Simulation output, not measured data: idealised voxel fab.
process module | voxel transistor to metal
cross-section cut | 145 nm wide | cells 5 nm
A cross-section is a grid of square cells, given in bands from the top down. A band is one or more rows of cells.
Each band's line starts with the height of the band's top and of its bottom, in nm. Then come its materials from left to right, each with its width in nm. One material with "throughout" fills the band from edge to edge. "air" is empty space.
Height 0 is the level under which the wafer as received is all one material. The lowest band goes on downwards, as in "0 down".
A width such as "30 to 40" changes by the same amount from each row of cells to the next, from the band's top row to its bottom row.
"no change" after a step means that no cell of the cross-section changed.
closed voids: empty space of 8 cells or more with no open way to the top, each as width x height at its distance from the left edge, in nm
after a step's settings: what the simulator itself notes on the step
overlay nm, on a step with a mask: how far to the right of its planned place the mask lay; to the left if negative
plan
1 op RECEIVE | material Si
2 op CONFORMAL_DEP | material SiO2 | thk nm 5
3 op CONFORMAL_DEP | material SiN | thk nm 15
4 op MASKED_ETCH | tone cover | mask id ACTIVE | width nm 105 | etch materials SiN | depth nm 15 | overlay nm 0
5 op MASKED_ETCH | tone cover | mask id ACTIVE | width nm 105 | etch materials SiO2 | depth nm 5 | overlay nm 0
6 op MASKED_ETCH | tone cover | mask id ACTIVE | width nm 105 | etch materials Si | depth nm 30 | overlay nm 0
7 op FILL_DEP | material SiO2 | thk nm 15
8 op CMP | height nm 20
9 op SELECTIVE_ETCH | etch materials SiO2 | depth nm 10
10 op STRIP | etch materials SiN
11 op SELECTIVE_ETCH | etch materials SiO2 | depth nm 5
12 op OXIDIZE | depth nm 5
13 op DIRECTIONAL_DEP | material polySi | thk nm 20
14 op DIRECTIONAL_DEP | material SiCN | thk nm 10
15 op MASKED_ETCH | tone cover | mask id GATE | width nm 15 | etch materials SiCN | depth nm 20 | overlay nm 0
16 op MASKED_ETCH | tone cover | mask id GATE | width nm 15 | etch materials polySi | depth nm 30 | overlay nm 0
17 op CONFORMAL_DEP | material SiO2 | thk nm 5
18 op DIRECTIONAL_ETCH | etch materials SiO2 | depth nm 5
19 op CONFORMAL_DEP | material SiN | thk nm 5
20 op DIRECTIONAL_ETCH | etch materials SiN | depth nm 5
21 op DIRECTIONAL_ETCH | etch materials SiO2 | depth nm 5
22 op DIRECTIONAL_ETCH | etch materials Si | depth nm 10
23 op EPI | material SiGe | thk nm 15
24 op FILL_DEP | material SiO2 | thk nm 10
25 op CMP | height nm 30
26 op DIRECTIONAL_DEP | material SiO2 | thk nm 15
27 op MASKED_ETCH | tone open | mask id CONTACT | width nm 30 | pitch nm 55 | etch materials SiO2 | depth nm 35 | overlay nm 0
28 op CONFORMAL_DEP | material TiN | thk nm 5
29 op FILL_DEP | material W | thk nm 5
30 op CMP | height nm 45
31 op CONFORMAL_DEP | material SiN | thk nm 5
32 op DIRECTIONAL_DEP | material SiO2 | thk nm 20
33 op DIRECTIONAL_DEP | material aC | thk nm 10
34 op PATTERN | tone open | mask id METAL_1 | material resist | width nm 15 | pitch nm 70 | thk nm 30 | overlay nm 0
35 op DIRECTIONAL_ETCH | etch materials aC | depth nm 10
36 op STRIP | etch materials resist
37 op DIRECTIONAL_ETCH | etch materials SiO2 | depth nm 20
38 op DIRECTIONAL_ETCH | etch materials SiN | depth nm 5
39 op STRIP | etch materials aC
40 op CONFORMAL_DEP | material TiN | thk nm 5
41 op FILL_DEP | material W | thk nm 10
42 op CMP | height nm 70
43 op CONFORMAL_DEP | material SiCN | thk nm 5
44 op DIRECTIONAL_DEP | material lowk | thk nm 35
45 op MASKED_ETCH | tone open | mask id METAL_2 | width nm 15 | pitch nm 70 | etch materials lowk | depth nm 20 | overlay nm 0
46 op DIRECTIONAL_DEP | material aC | thk nm 15
47 op PATTERN | tone open | mask id METAL_2_HOLES | material resist | width nm 15 | pitch nm 70 | thk nm 30 | overlay nm 0
48 op DIRECTIONAL_ETCH | etch materials aC | depth nm 15
49 op STRIP | etch materials resist
50 op DIRECTIONAL_ETCH | etch materials lowk | depth nm 15
51 op DIRECTIONAL_ETCH | etch materials SiCN | depth nm 5
52 op STRIP | etch materials aC
53 op CONFORMAL_DEP | material TiN | thk nm 5
54 op FILL_DEP | material Ru | thk nm 10
55 op CMP | height nm 110
56 op CONFORMAL_DEP | material SiN | thk nm 5
first wafer, as planned
as received, after step 1
  0 down: Si throughout
  closed voids: none
after step 2
  5 to 0: SiO2 throughout
  below 0: unchanged
after step 3
  20 to 5: SiN throughout
  below 5: unchanged
after step 4
  20 to 5: air 20 | SiN 105 | air 20
  below 5: unchanged
after step 5
  20 to 5: air 20 | SiN 105 | air 20
  5 to 0: air 20 | SiO2 105 | air 20
  below 0: unchanged
after step 6
  20 to 5: air 20 | SiN 105 | air 20
  5 to 0: air 20 | SiO2 105 | air 20
  0 to -30: air 20 | Si 105 | air 20
  below -30: unchanged
after step 7
  35 to 20: SiO2 throughout
  20 to 5: SiO2 20 | SiN 105 | SiO2 20
  5 to 0: SiO2 throughout
  0 to -30: SiO2 20 | Si 105 | SiO2 20
  below -30: unchanged
after step 8
  20 to 5: SiO2 20 | SiN 105 | SiO2 20
  below 5: unchanged
after step 9
  20 to 10: air 20 | SiN 105 | air 20
  below 10: unchanged
after step 10
  10 to 5: SiO2 20 | air 105 | SiO2 20
  below 5: unchanged
after step 11
  5 to 0: SiO2 15 | air 115 | SiO2 15
  below 0: unchanged
after step 12
  5 to 0: SiO2 15 | air 115 | SiO2 15
  0 to -5: SiO2 throughout
  below -5: unchanged
after step 13
  25 to 20: polySi 15 | air 115 | polySi 15
  20 to 5: polySi throughout
  5 to 0: SiO2 15 | polySi 115 | SiO2 15
  below 0: unchanged
after step 14
  35 to 30: SiCN 15 | air 115 | SiCN 15
  30 to 25: SiCN throughout
  25 to 20: polySi 15 | SiCN 115 | polySi 15
  below 20: unchanged
after step 15
  30 to 25: air 65 | SiCN 15 | air 65
  25 to 20: polySi 15 | air 50 | SiCN 15 | air 50 | polySi 15
  below 20: unchanged
after step 16
  30 to 20: air 65 | SiCN 15 | air 65
  20 to 5: air 65 | polySi 15 | air 65
  5 to 0: SiO2 15 | air 50 | polySi 15 | air 50 | SiO2 15
  below 0: unchanged
after step 17
  35 to 30: air 60 | SiO2 25 | air 60
  30 to 20: air 60 | SiO2 5 | SiCN 15 | SiO2 5 | air 60
  20 to 10: air 60 | SiO2 5 | polySi 15 | SiO2 5 | air 60
  10 to 5: SiO2 20 | air 40 | SiO2 5 | polySi 15 | SiO2 5 | air 40 | SiO2 20
  5 to 0: SiO2 65 | polySi 15 | SiO2 65
  below 0: unchanged
after step 18
  30 to 20: air 60 | SiO2 5 | SiCN 15 | SiO2 5 | air 60
  20 to 5: air 60 | SiO2 5 | polySi 15 | SiO2 5 | air 60
  5 to 0: SiO2 20 | air 40 | SiO2 5 | polySi 15 | SiO2 5 | air 40 | SiO2 20
  below 0: unchanged
after step 19
  35 to 30: air 55 | SiN 35 | air 55
  30 to 20: air 55 | SiN 5 | SiO2 5 | SiCN 15 | SiO2 5 | SiN 5 | air 55
  20 to 10: air 55 | SiN 5 | SiO2 5 | polySi 15 | SiO2 5 | SiN 5 | air 55
  10 to 5: SiN 25 | air 30 | SiN 5 | SiO2 5 | polySi 15 | SiO2 5 | SiN 5 | air 30 | SiN 25
  5 to 0: SiO2 20 | SiN 40 | SiO2 5 | polySi 15 | SiO2 5 | SiN 40 | SiO2 20
  below 0: unchanged
after step 20
  30 to 20: air 55 | SiN 5 | SiO2 5 | SiCN 15 | SiO2 5 | SiN 5 | air 55
  20 to 5: air 55 | SiN 5 | SiO2 5 | polySi 15 | SiO2 5 | SiN 5 | air 55
  5 to 0: SiO2 20 | SiN 5 | air 30 | SiN 5 | SiO2 5 | polySi 15 | SiO2 5 | SiN 5 | air 30 | SiN 5 | SiO2 20
  below 0: unchanged
after step 21
  30 to 25: air 55 | SiN 5 | air 5 | SiCN 15 | air 5 | SiN 5 | air 55
  25 to 20: air 55 | SiN 5 | SiO2 5 | SiCN 15 | SiO2 5 | SiN 5 | air 55
  20 to 5: air 55 | SiN 5 | SiO2 5 | polySi 15 | SiO2 5 | SiN 5 | air 55
  5 to 0: air 20 | SiN 5 | air 30 | SiN 5 | SiO2 5 | polySi 15 | SiO2 5 | SiN 5 | air 30 | SiN 5 | air 20
  0 to -5: SiO2 25 | air 30 | SiO2 35 | air 30 | SiO2 25
  below -5: unchanged
after step 22
  30 to 25: air 55 | SiN 5 | air 5 | SiCN 15 | air 5 | SiN 5 | air 55
  25 to 20: air 55 | SiN 5 | SiO2 5 | SiCN 15 | SiO2 5 | SiN 5 | air 55
  20 to 5: air 55 | SiN 5 | SiO2 5 | polySi 15 | SiO2 5 | SiN 5 | air 55
  5 to 0: air 20 | SiN 5 | air 30 | SiN 5 | SiO2 5 | polySi 15 | SiO2 5 | SiN 5 | air 30 | SiN 5 | air 20
  0 to -5: SiO2 25 | air 30 | SiO2 35 | air 30 | SiO2 25
  -5 to -15: SiO2 20 | Si 5 | air 30 | Si 35 | air 30 | Si 5 | SiO2 20
  below -15: unchanged
after step 23
  30 to 25: air 55 | SiN 5 | air 5 | SiCN 15 | air 5 | SiN 5 | air 55
  25 to 20: air 55 | SiN 5 | SiO2 5 | SiCN 15 | SiO2 5 | SiN 5 | air 55
  20 to 10: air 55 | SiN 5 | SiO2 5 | polySi 15 | SiO2 5 | SiN 5 | air 55
  10 to 5: air 20 | SiGe 35 | SiN 5 | SiO2 5 | polySi 15 | SiO2 5 | SiN 5 | SiGe 35 | air 20
  5 to 0: air 20 | SiN 5 | SiGe 30 | SiN 5 | SiO2 5 | polySi 15 | SiO2 5 | SiN 5 | SiGe 30 | SiN 5 | air 20
  0 to -5: SiO2 25 | SiGe 30 | SiO2 35 | SiGe 30 | SiO2 25
  -5 to -15: SiO2 20 | Si 5 | SiGe 30 | Si 35 | SiGe 30 | Si 5 | SiO2 20
  below -15: unchanged
after step 24
  40 to 30: SiO2 throughout
  30 to 20: SiO2 55 | SiN 5 | SiO2 5 | SiCN 15 | SiO2 5 | SiN 5 | SiO2 55
  20 to 10: SiO2 55 | SiN 5 | SiO2 5 | polySi 15 | SiO2 5 | SiN 5 | SiO2 55
  10 to 5: SiO2 20 | SiGe 35 | SiN 5 | SiO2 5 | polySi 15 | SiO2 5 | SiN 5 | SiGe 35 | SiO2 20
  5 to 0: SiO2 20 | SiN 5 | SiGe 30 | SiN 5 | SiO2 5 | polySi 15 | SiO2 5 | SiN 5 | SiGe 30 | SiN 5 | SiO2 20
  below 0: unchanged
after step 25
  30 to 20: SiO2 55 | SiN 5 | SiO2 5 | SiCN 15 | SiO2 5 | SiN 5 | SiO2 55
  below 20: unchanged
after step 26
  45 to 30: SiO2 throughout
  below 30: unchanged
after step 27
  45 to 30: SiO2 30 | air 30 | SiO2 25 | air 30 | SiO2 30
  30 to 20: SiO2 30 | air 25 | SiN 5 | SiO2 5 | SiCN 15 | SiO2 5 | SiN 5 | air 25 | SiO2 30
  20 to 10: SiO2 30 | air 25 | SiN 5 | SiO2 5 | polySi 15 | SiO2 5 | SiN 5 | air 25 | SiO2 30
  below 10: unchanged
after step 28
  50 to 45: TiN 35 | air 20 | TiN 35 | air 20 | TiN 35
  45 to 35: SiO2 30 | TiN 5 | air 20 | TiN 5 | SiO2 25 | TiN 5 | air 20 | TiN 5 | SiO2 30
  35 to 30: SiO2 30 | TiN 5 | air 15 | TiN 10 | SiO2 25 | TiN 10 | air 15 | TiN 5 | SiO2 30
  30 to 20: SiO2 30 | TiN 5 | air 15 | TiN 5 | SiN 5 | SiO2 5 | SiCN 15 | SiO2 5 | SiN 5 | TiN 5 | air 15 | TiN 5 | SiO2 30
  20 to 15: SiO2 30 | TiN 5 | air 15 | TiN 5 | SiN 5 | SiO2 5 | polySi 15 | SiO2 5 | SiN 5 | TiN 5 | air 15 | TiN 5 | SiO2 30
  15 to 10: SiO2 30 | TiN 25 | SiN 5 | SiO2 5 | polySi 15 | SiO2 5 | SiN 5 | TiN 25 | SiO2 30
  below 10: unchanged
after step 29
  55 to 50: W throughout
  50 to 45: TiN 35 | W 20 | TiN 35 | W 20 | TiN 35
  45 to 35: SiO2 30 | TiN 5 | W 20 | TiN 5 | SiO2 25 | TiN 5 | W 20 | TiN 5 | SiO2 30
  35 to 30: SiO2 30 | TiN 5 | W 15 | TiN 10 | SiO2 25 | TiN 10 | W 15 | TiN 5 | SiO2 30
  30 to 20: SiO2 30 | TiN 5 | W 15 | TiN 5 | SiN 5 | SiO2 5 | SiCN 15 | SiO2 5 | SiN 5 | TiN 5 | W 15 | TiN 5 | SiO2 30
  20 to 15: SiO2 30 | TiN 5 | W 15 | TiN 5 | SiN 5 | SiO2 5 | polySi 15 | SiO2 5 | SiN 5 | TiN 5 | W 15 | TiN 5 | SiO2 30
  below 15: unchanged
after step 30
  45 to 35: SiO2 30 | TiN 5 | W 20 | TiN 5 | SiO2 25 | TiN 5 | W 20 | TiN 5 | SiO2 30
  below 35: unchanged
after step 31
  50 to 45: SiN throughout
  below 45: unchanged
after step 32
  70 to 50: SiO2 throughout
  below 50: unchanged
after step 33
  80 to 70: aC throughout
  below 70: unchanged
after step 34
  110 to 80: resist 30 | air 15 | resist 55 | air 15 | resist 30
  below 80: unchanged
after step 35
  100 to 80: resist 30 | air 15 | resist 55 | air 15 | resist 30
  80 to 70: aC 30 | air 15 | aC 55 | air 15 | aC 30
  below 70: unchanged
after step 36
  80 to 70: aC 30 | air 15 | aC 55 | air 15 | aC 30
  below 70: unchanged
after step 37
  80 to 70: aC 30 | air 15 | aC 55 | air 15 | aC 30
  70 to 50: SiO2 30 | air 15 | SiO2 55 | air 15 | SiO2 30
  below 50: unchanged
after step 38
  80 to 70: aC 30 | air 15 | aC 55 | air 15 | aC 30
  70 to 50: SiO2 30 | air 15 | SiO2 55 | air 15 | SiO2 30
  50 to 45: SiN 30 | air 15 | SiN 55 | air 15 | SiN 30
  below 45: unchanged
after step 39
  70 to 50: SiO2 30 | air 15 | SiO2 55 | air 15 | SiO2 30
  below 50: unchanged
after step 40
  75 to 70: TiN 35 | air 5 | TiN 65 | air 5 | TiN 35
  70 to 50: SiO2 30 | TiN 5 | air 5 | TiN 5 | SiO2 55 | TiN 5 | air 5 | TiN 5 | SiO2 30
  50 to 45: SiN 30 | TiN 15 | SiN 55 | TiN 15 | SiN 30
  below 45: unchanged
after step 41
  85 to 75: W throughout
  75 to 70: TiN 35 | W 5 | TiN 65 | W 5 | TiN 35
  70 to 50: SiO2 30 | TiN 5 | W 5 | TiN 5 | SiO2 55 | TiN 5 | W 5 | TiN 5 | SiO2 30
  below 50: unchanged
after step 42
  70 to 50: SiO2 30 | TiN 5 | W 5 | TiN 5 | SiO2 55 | TiN 5 | W 5 | TiN 5 | SiO2 30
  below 50: unchanged
after step 43
  75 to 70: SiCN throughout
  below 70: unchanged
after step 44
  110 to 75: lowk throughout
  below 75: unchanged
after step 45
  110 to 90: lowk 30 | air 15 | lowk 55 | air 15 | lowk 30
  below 90: unchanged
after step 46
  125 to 110: aC 30 | air 15 | aC 55 | air 15 | aC 30
  110 to 105: lowk 30 | air 15 | lowk 55 | air 15 | lowk 30
  105 to 90: lowk 30 | aC 15 | lowk 55 | aC 15 | lowk 30
  below 90: unchanged
after step 47
  155 to 125: resist 30 | air 15 | resist 55 | air 15 | resist 30
  below 125: unchanged
after step 48
  140 to 125: resist 30 | air 15 | resist 55 | air 15 | resist 30
  125 to 110: aC 30 | air 15 | aC 55 | air 15 | aC 30
  110 to 90: lowk 30 | air 15 | lowk 55 | air 15 | lowk 30
  below 90: unchanged
after step 49
  125 to 110: aC 30 | air 15 | aC 55 | air 15 | aC 30
  below 110: unchanged
after step 50
  125 to 110: aC 30 | air 15 | aC 55 | air 15 | aC 30
  110 to 75: lowk 30 | air 15 | lowk 55 | air 15 | lowk 30
  below 75: unchanged
after step 51
  125 to 110: aC 30 | air 15 | aC 55 | air 15 | aC 30
  110 to 75: lowk 30 | air 15 | lowk 55 | air 15 | lowk 30
  75 to 70: SiCN 30 | air 15 | SiCN 55 | air 15 | SiCN 30
  below 70: unchanged
after step 52
  110 to 75: lowk 30 | air 15 | lowk 55 | air 15 | lowk 30
  below 75: unchanged
after step 53
  115 to 110: TiN 35 | air 5 | TiN 65 | air 5 | TiN 35
  110 to 75: lowk 30 | TiN 5 | air 5 | TiN 5 | lowk 55 | TiN 5 | air 5 | TiN 5 | lowk 30
  75 to 70: SiCN 30 | TiN 15 | SiCN 55 | TiN 15 | SiCN 30
  below 70: unchanged
after step 54
  125 to 115: Ru throughout
  115 to 110: TiN 35 | Ru 5 | TiN 65 | Ru 5 | TiN 35
  110 to 75: lowk 30 | TiN 5 | Ru 5 | TiN 5 | lowk 55 | TiN 5 | Ru 5 | TiN 5 | lowk 30
  below 75: unchanged
after step 55
  110 to 75: lowk 30 | TiN 5 | Ru 5 | TiN 5 | lowk 55 | TiN 5 | Ru 5 | TiN 5 | lowk 30
  below 75: unchanged
after step 56
  115 to 110: SiN throughout
  below 110: unchanged
second wafer: like start, like plan, one mistake. Through step 19 it matches the first wafer
when step 20 should have ended
  30 to 20: air 60 | SiO2 5 | SiCN 15 | SiO2 5 | air 60
  20 to 5: air 55 | SiN 5 | SiO2 5 | polySi 15 | SiO2 5 | SiN 5 | air 55
  5 to 0: SiO2 20 | air 35 | SiN 5 | SiO2 5 | polySi 15 | SiO2 5 | SiN 5 | air 35 | SiO2 20
  below 0: unchanged
when step 21 should have ended
  30 to 25: air 65 | SiCN 15 | air 65
  25 to 20: air 60 | SiO2 5 | SiCN 15 | SiO2 5 | air 60
  20 to 0: air 55 | SiN 5 | SiO2 5 | polySi 15 | SiO2 5 | SiN 5 | air 55
  0 to -5: SiO2 20 | air 35 | SiO2 35 | air 35 | SiO2 20
  below -5: unchanged
when step 22 should have ended
  30 to 25: air 65 | SiCN 15 | air 65
  25 to 20: air 60 | SiO2 5 | SiCN 15 | SiO2 5 | air 60
  20 to 0: air 55 | SiN 5 | SiO2 5 | polySi 15 | SiO2 5 | SiN 5 | air 55
  0 to -5: SiO2 20 | air 35 | SiO2 35 | air 35 | SiO2 20
  -5 to -15: SiO2 20 | air 35 | Si 35 | air 35 | SiO2 20
  below -15: unchanged
when step 23 should have ended
  30 to 25: air 65 | SiCN 15 | air 65
  25 to 20: air 60 | SiO2 5 | SiCN 15 | SiO2 5 | air 60
  20 to 10: air 55 | SiN 5 | SiO2 5 | polySi 15 | SiO2 5 | SiN 5 | air 55
  10 to 0: air 40 | SiGe 15 | SiN 5 | SiO2 5 | polySi 15 | SiO2 5 | SiN 5 | SiGe 15 | air 40
  0 to -5: SiO2 20 | SiGe 35 | SiO2 35 | SiGe 35 | SiO2 20
  -5 to -15: SiO2 20 | SiGe 35 | Si 35 | SiGe 35 | SiO2 20
  below -15: unchanged
when step 24 should have ended
  40 to 30: SiO2 throughout
  30 to 20: SiO2 65 | SiCN 15 | SiO2 65
  20 to 10: SiO2 55 | SiN 5 | SiO2 5 | polySi 15 | SiO2 5 | SiN 5 | SiO2 55
  10 to 0: SiO2 40 | SiGe 15 | SiN 5 | SiO2 5 | polySi 15 | SiO2 5 | SiN 5 | SiGe 15 | SiO2 40
  below 0: unchanged
when step 25 should have ended
  30 to 20: SiO2 65 | SiCN 15 | SiO2 65
  below 20: unchanged
when step 26 should have ended
  45 to 30: SiO2 throughout
  below 30: unchanged
when step 27 should have ended
  45 to 30: SiO2 30 | air 30 | SiO2 25 | air 30 | SiO2 30
  30 to 20: SiO2 30 | air 30 | SiO2 5 | SiCN 15 | SiO2 5 | air 30 | SiO2 30
  20 to 10: SiO2 30 | air 25 | SiN 5 | SiO2 5 | polySi 15 | SiO2 5 | SiN 5 | air 25 | SiO2 30
  below 10: unchanged
when step 28 should have ended
  50 to 45: TiN 35 | air 20 | TiN 35 | air 20 | TiN 35
  45 to 30: SiO2 30 | TiN 5 | air 20 | TiN 5 | SiO2 25 | TiN 5 | air 20 | TiN 5 | SiO2 30
  30 to 20: SiO2 30 | TiN 5 | air 20 to 15 | TiN 5 to 10 | SiO2 5 | SiCN 15 | SiO2 5 | TiN 5 to 10 | air 20 to 15 | TiN 5 | SiO2 30
  20 to 15: SiO2 30 | TiN 5 | air 15 | TiN 5 | SiN 5 | SiO2 5 | polySi 15 | SiO2 5 | SiN 5 | TiN 5 | air 15 | TiN 5 | SiO2 30
  15 to 10: SiO2 30 | TiN 25 | SiN 5 | SiO2 5 | polySi 15 | SiO2 5 | SiN 5 | TiN 25 | SiO2 30
  below 10: unchanged
when step 29 should have ended
  55 to 50: W throughout
  50 to 45: TiN 35 | W 20 | TiN 35 | W 20 | TiN 35
  45 to 30: SiO2 30 | TiN 5 | W 20 | TiN 5 | SiO2 25 | TiN 5 | W 20 | TiN 5 | SiO2 30
  30 to 20: SiO2 30 | TiN 5 | W 20 to 15 | TiN 5 to 10 | SiO2 5 | SiCN 15 | SiO2 5 | TiN 5 to 10 | W 20 to 15 | TiN 5 | SiO2 30
  20 to 15: SiO2 30 | TiN 5 | W 15 | TiN 5 | SiN 5 | SiO2 5 | polySi 15 | SiO2 5 | SiN 5 | TiN 5 | W 15 | TiN 5 | SiO2 30
  below 15: unchanged
when step 30 should have ended
  45 to 30: SiO2 30 | TiN 5 | W 20 | TiN 5 | SiO2 25 | TiN 5 | W 20 | TiN 5 | SiO2 30
  below 30: unchanged
when step 31 should have ended
  50 to 45: SiN throughout
  below 45: unchanged
when step 32 should have ended
  70 to 50: SiO2 throughout
  below 50: unchanged
when step 33 should have ended
  80 to 70: aC throughout
  below 70: unchanged
when step 34 should have ended
  110 to 80: resist 30 | air 15 | resist 55 | air 15 | resist 30
  below 80: unchanged
when step 35 should have ended
  100 to 80: resist 30 | air 15 | resist 55 | air 15 | resist 30
  80 to 70: aC 30 | air 15 | aC 55 | air 15 | aC 30
  below 70: unchanged
when step 36 should have ended
  80 to 70: aC 30 | air 15 | aC 55 | air 15 | aC 30
  below 70: unchanged
when step 37 should have ended
  80 to 70: aC 30 | air 15 | aC 55 | air 15 | aC 30
  70 to 50: SiO2 30 | air 15 | SiO2 55 | air 15 | SiO2 30
  below 50: unchanged
when step 38 should have ended
  80 to 70: aC 30 | air 15 | aC 55 | air 15 | aC 30
  70 to 50: SiO2 30 | air 15 | SiO2 55 | air 15 | SiO2 30
  50 to 45: SiN 30 | air 15 | SiN 55 | air 15 | SiN 30
  below 45: unchanged
when step 39 should have ended
  70 to 50: SiO2 30 | air 15 | SiO2 55 | air 15 | SiO2 30
  below 50: unchanged
when step 40 should have ended
  75 to 70: TiN 35 | air 5 | TiN 65 | air 5 | TiN 35
  70 to 50: SiO2 30 | TiN 5 | air 5 | TiN 5 | SiO2 55 | TiN 5 | air 5 | TiN 5 | SiO2 30
  50 to 45: SiN 30 | TiN 15 | SiN 55 | TiN 15 | SiN 30
  below 45: unchanged
when step 41 should have ended
  85 to 75: W throughout
  75 to 70: TiN 35 | W 5 | TiN 65 | W 5 | TiN 35
  70 to 50: SiO2 30 | TiN 5 | W 5 | TiN 5 | SiO2 55 | TiN 5 | W 5 | TiN 5 | SiO2 30
  below 50: unchanged
when step 42 should have ended
  70 to 50: SiO2 30 | TiN 5 | W 5 | TiN 5 | SiO2 55 | TiN 5 | W 5 | TiN 5 | SiO2 30
  below 50: unchanged
when step 43 should have ended
  75 to 70: SiCN throughout
  below 70: unchanged
when step 44 should have ended
  110 to 75: lowk throughout
  below 75: unchanged
when step 45 should have ended
  110 to 90: lowk 30 | air 15 | lowk 55 | air 15 | lowk 30
  below 90: unchanged
when step 46 should have ended
  125 to 110: aC 30 | air 15 | aC 55 | air 15 | aC 30
  110 to 105: lowk 30 | air 15 | lowk 55 | air 15 | lowk 30
  105 to 90: lowk 30 | aC 15 | lowk 55 | aC 15 | lowk 30
  below 90: unchanged
when step 47 should have ended
  155 to 125: resist 30 | air 15 | resist 55 | air 15 | resist 30
  below 125: unchanged
when step 48 should have ended
  140 to 125: resist 30 | air 15 | resist 55 | air 15 | resist 30
  125 to 110: aC 30 | air 15 | aC 55 | air 15 | aC 30
  110 to 90: lowk 30 | air 15 | lowk 55 | air 15 | lowk 30
  below 90: unchanged
when step 49 should have ended
  125 to 110: aC 30 | air 15 | aC 55 | air 15 | aC 30
  below 110: unchanged
when step 50 should have ended
  125 to 110: aC 30 | air 15 | aC 55 | air 15 | aC 30
  110 to 75: lowk 30 | air 15 | lowk 55 | air 15 | lowk 30
  below 75: unchanged
when step 51 should have ended
  125 to 110: aC 30 | air 15 | aC 55 | air 15 | aC 30
  110 to 75: lowk 30 | air 15 | lowk 55 | air 15 | lowk 30
  75 to 70: SiCN 30 | air 15 | SiCN 55 | air 15 | SiCN 30
  below 70: unchanged
when step 52 should have ended
  110 to 75: lowk 30 | air 15 | lowk 55 | air 15 | lowk 30
  below 75: unchanged
when step 53 should have ended
  115 to 110: TiN 35 | air 5 | TiN 65 | air 5 | TiN 35
  110 to 75: lowk 30 | TiN 5 | air 5 | TiN 5 | lowk 55 | TiN 5 | air 5 | TiN 5 | lowk 30
  75 to 70: SiCN 30 | TiN 15 | SiCN 55 | TiN 15 | SiCN 30
  below 70: unchanged
when step 54 should have ended
  125 to 115: Ru throughout
  115 to 110: TiN 35 | Ru 5 | TiN 65 | Ru 5 | TiN 35
  110 to 75: lowk 30 | TiN 5 | Ru 5 | TiN 5 | lowk 55 | TiN 5 | Ru 5 | TiN 5 | lowk 30
  below 75: unchanged
when step 55 should have ended
  110 to 75: lowk 30 | TiN 5 | Ru 5 | TiN 5 | lowk 55 | TiN 5 | Ru 5 | TiN 5 | lowk 30
  below 75: unchanged
when step 56 should have ended
  115 to 110: SiN throughout
  below 110: unchanged
what went wrong: step 20 ran as: op DIRECTIONAL_ETCH | etch materials SiN | depth nm 15
at the end the second wafer has, in cells: 4 fewer of Si | 8 fewer of SiGe | 6 fewer of SiN | 14 more of SiO2 | 4 more of W
